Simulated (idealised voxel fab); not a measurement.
voxel transistor to metal: a process module
We display cut, a cross-section 275 nm in width whose square cells are each 5 nm.
Cross-section, as written here: a square-cell grid given band by band from the top down, where a band holds one or more rows of cells. First you get the band's top height and its bottom height, in nm, and then the materials it's made of, left to right, with each width in nm. If you see a single material with "all across", that one covers the band edge to edge. "air" is empty space. All heights in this document are referenced to 0, defined as the level beneath which the wafer, as received, consists entirely of one material. The lowest band is not bounded below; it extends indefinitely downward and is written in the form "0..down". Width "30..40": first value at the band's top row of cells, second value at its bottom row, equal change from row to row. Where the words "no modifications" appear for a step, the cross-section shows no cell changed by that step; every cell remained as before. "Sealed internal cavities" lists enclosed empty spaces (at least 8 cells, no open path upward to the top), each as width x height at distance from the left edge, in nm. Heads up: the bit after the settings on a step's line is the simulator's remark on that step. "overlay nm" on a masked step: distance the mask lay right of its planned place, negative for left.
**These are the steps we planned for the process**
1: RECEIVE: material Si
2: CONFORMAL_DEP: material SiO2, thk nm 5
3: CONFORMAL_DEP: material SiN, thk nm 10
4: DIRECTIONAL_DEP: material aC, thk nm 10
5: PATTERN: tone cover, mask id ACTIVE, material resist, width nm 105, pitch nm 125, thk nm 30, overlay nm 0
6: DIRECTIONAL_ETCH: etch materials aC, depth nm 10
7: STRIP: etch materials resist
8: DIRECTIONAL_ETCH: etch materials SiN, depth nm 10
9: DIRECTIONAL_ETCH: etch materials SiO2, depth nm 5
10: DIRECTIONAL_ETCH: etch materials Si, depth nm 20
11: STRIP: etch materials aC
12: OXIDIZE: depth nm 5
13: FILL_DEP: material SiO2, thk nm 15
14: CMP: height nm 15
15: SELECTIVE_ETCH: etch materials SiO2, depth nm 10
16: STRIP: etch materials SiN
17: SELECTIVE_ETCH: etch materials SiO2, depth nm 5
18: OXIDIZE: depth nm 5
19: DIRECTIONAL_DEP: material polySi, thk nm 25
20: DIRECTIONAL_DEP: material SiCN, thk nm 15
21: PATTERN: tone cover, mask id GATE, material resist, width nm 25, pitch nm 125, thk nm 15, overlay nm 0
22: DIRECTIONAL_ETCH: etch materials SiCN, depth nm 25
23: DIRECTIONAL_ETCH: etch materials polySi, depth nm 35
24: STRIP: etch materials resist
25: CONFORMAL_DEP: material SiO2, thk nm 5
26: DIRECTIONAL_ETCH: etch materials SiO2, depth nm 5
27: CONFORMAL_DEP: material SiN, thk nm 10
28: DIRECTIONAL_ETCH: etch materials SiN, depth nm 10
29: DIRECTIONAL_ETCH: etch materials SiO2, depth nm 5
30: EPI: material SiGe, thk nm 5
31: FILL_DEP: material SiO2, thk nm 10
32: CMP: height nm 25
33: STRIP: etch materials polySi
34: SELECTIVE_ETCH: etch materials SiO2, depth nm 5
35: CONFORMAL_DEP: material HfO2, thk nm 5
36: CONFORMAL_DEP: material TiN, thk nm 5
37: FILL_DEP: material W, thk nm 5
38: CMP: height nm 20
39: DIRECTIONAL_DEP: material SiO2, thk nm 10
40: MASKED_ETCH: tone open, mask id CONTACT, width nm 15, etch materials SiO2, depth nm 30, overlay nm 0
41: CONFORMAL_DEP: material TiN, thk nm 5
42: FILL_DEP: material Ru, thk nm 5
43: CMP: height nm 30
44: DIRECTIONAL_DEP: material TiN, thk nm 5
45: DIRECTIONAL_DEP: material Ru, thk nm 25
46: PATTERN: tone cover, mask id METAL_1, material resist, width nm 15, thk nm 20, overlay nm 0
47: DIRECTIONAL_ETCH: etch materials Ru, depth nm 25
48: DIRECTIONAL_ETCH: etch materials TiN, depth nm 5
49: STRIP: etch materials resist
50: FILL_DEP: material lowk, thk nm 5
51: CMP: height nm 60
52: CONFORMAL_DEP: material SiN, thk nm 5
**As-received wafer cross-section (after step 1)**
  0..down  Si all across
  Sealed internal cavities: none
**First of two wafers at the end of the module, shown in cross-section; run carried out as planned**
  65..60  SiN all across
  60..35  lowk: 25  Ru: 15  lowk: 65  Ru: 15  lowk: 30  Ru: 15  lowk: 65  Ru: 15  lowk: 30
  35..30  lowk: 25  TiN: 15  lowk: 65  TiN: 15  lowk: 30  TiN: 15  lowk: 65  TiN: 15  lowk: 30
  30..20  SiO2: 25  TiN: 5  Ru: 5  TiN: 5  SiO2: 65  TiN: 5  Ru: 5  TiN: 5  SiO2: 30  TiN: 5  Ru: 5  TiN: 5  SiO2: 65  TiN: 5  Ru: 5  TiN: 5  SiO2: 30
  20..5  SiO2: 25  TiN: 5  Ru: 5  TiN: 5  SiO2: 5  SiN: 10  HfO2: 5  TiN: 5  W: 15  TiN: 5  HfO2: 5  SiN: 10  SiO2: 5  TiN: 5  Ru: 5  TiN: 5  SiO2: 30  TiN: 5  Ru: 5  TiN: 5  SiO2: 5  SiN: 10  HfO2: 5  TiN: 5  W: 15  TiN: 5  HfO2: 5  SiN: 10  SiO2: 5  TiN: 5  Ru: 5  TiN: 5  SiO2: 30
  5..0  SiO2: 25  TiN: 15  SiO2: 5  SiN: 10  HfO2: 5  TiN: 25  HfO2: 5  SiN: 10  SiO2: 5  TiN: 15  SiO2: 30  TiN: 15  SiO2: 5  SiN: 10  HfO2: 5  TiN: 25  HfO2: 5  SiN: 10  SiO2: 5  TiN: 15  SiO2: 30
  0..-5  SiO2: 20  SiGe: 25  SiO2: 10  HfO2: 35  SiO2: 10  SiGe: 25  SiO2: 20  SiGe: 25  SiO2: 10  HfO2: 35  SiO2: 10  SiGe: 25  SiO2: 25
  -5..-25  SiO2: 25  Si: 95  SiO2: 30  Si: 95  SiO2: 30
  -25..down  Si all across
  Sealed internal cavities: none
**This is the second of the two wafers, cross-sectioned at the end of the module; it started exactly like the first and was given the same plan, but it was run with one mistake**
  65..60  SiN all across
  60..35  lowk: 25  Ru: 15  lowk: 65  Ru: 15  lowk: 30  Ru: 15  lowk: 65  Ru: 15  lowk: 30
  35..30  lowk: 25  TiN: 15  lowk: 65  TiN: 15  lowk: 30  TiN: 15  lowk: 65  TiN: 15  lowk: 30
  30..20  SiO2: 25  TiN: 5  Ru: 5  TiN: 5  SiO2: 65  TiN: 5  Ru: 5  TiN: 5  SiO2: 30  TiN: 5  Ru: 5  TiN: 5  SiO2: 65  TiN: 5  Ru: 5  TiN: 5  SiO2: 30
  20..5  SiO2: 25  TiN: 5  Ru: 5  TiN: 5  SiO2: 5  SiN: 10  HfO2: 5  TiN: 5  W: 15  TiN: 5  HfO2: 5  SiN: 10  SiO2: 5  TiN: 5  Ru: 5  TiN: 5  SiO2: 30  TiN: 5  Ru: 5  TiN: 5  SiO2: 5  SiN: 10  HfO2: 5  TiN: 5  W: 15  TiN: 5  HfO2: 5  SiN: 10  SiO2: 5  TiN: 5  Ru: 5  TiN: 5  SiO2: 30
  5..0  SiO2: 25  TiN: 15  SiO2: 5  SiN: 10  HfO2: 5  TiN: 25  HfO2: 5  SiN: 10  SiO2: 5  TiN: 15  SiO2: 30  TiN: 15  SiO2: 5  SiN: 10  HfO2: 5  TiN: 25  HfO2: 5  SiN: 10  SiO2: 5  TiN: 15  SiO2: 30
  0..-5  SiO2: 20  SiGe: 25  SiO2: 10  HfO2: 35  SiO2: 10  SiGe: 25  SiO2: 20  SiGe: 25  SiO2: 10  HfO2: 35  SiO2: 10  SiGe: 25  SiO2: 25
  -5..-45  SiO2: 25  Si: 95  SiO2: 30  Si: 95  SiO2: 30
  -45..down  Si all across
  Sealed internal cavities: none
Misprocessing identified: step 10 was run twice
Cell-count delta at end, second wafer over first, by material: -68 Si | +68 SiO2
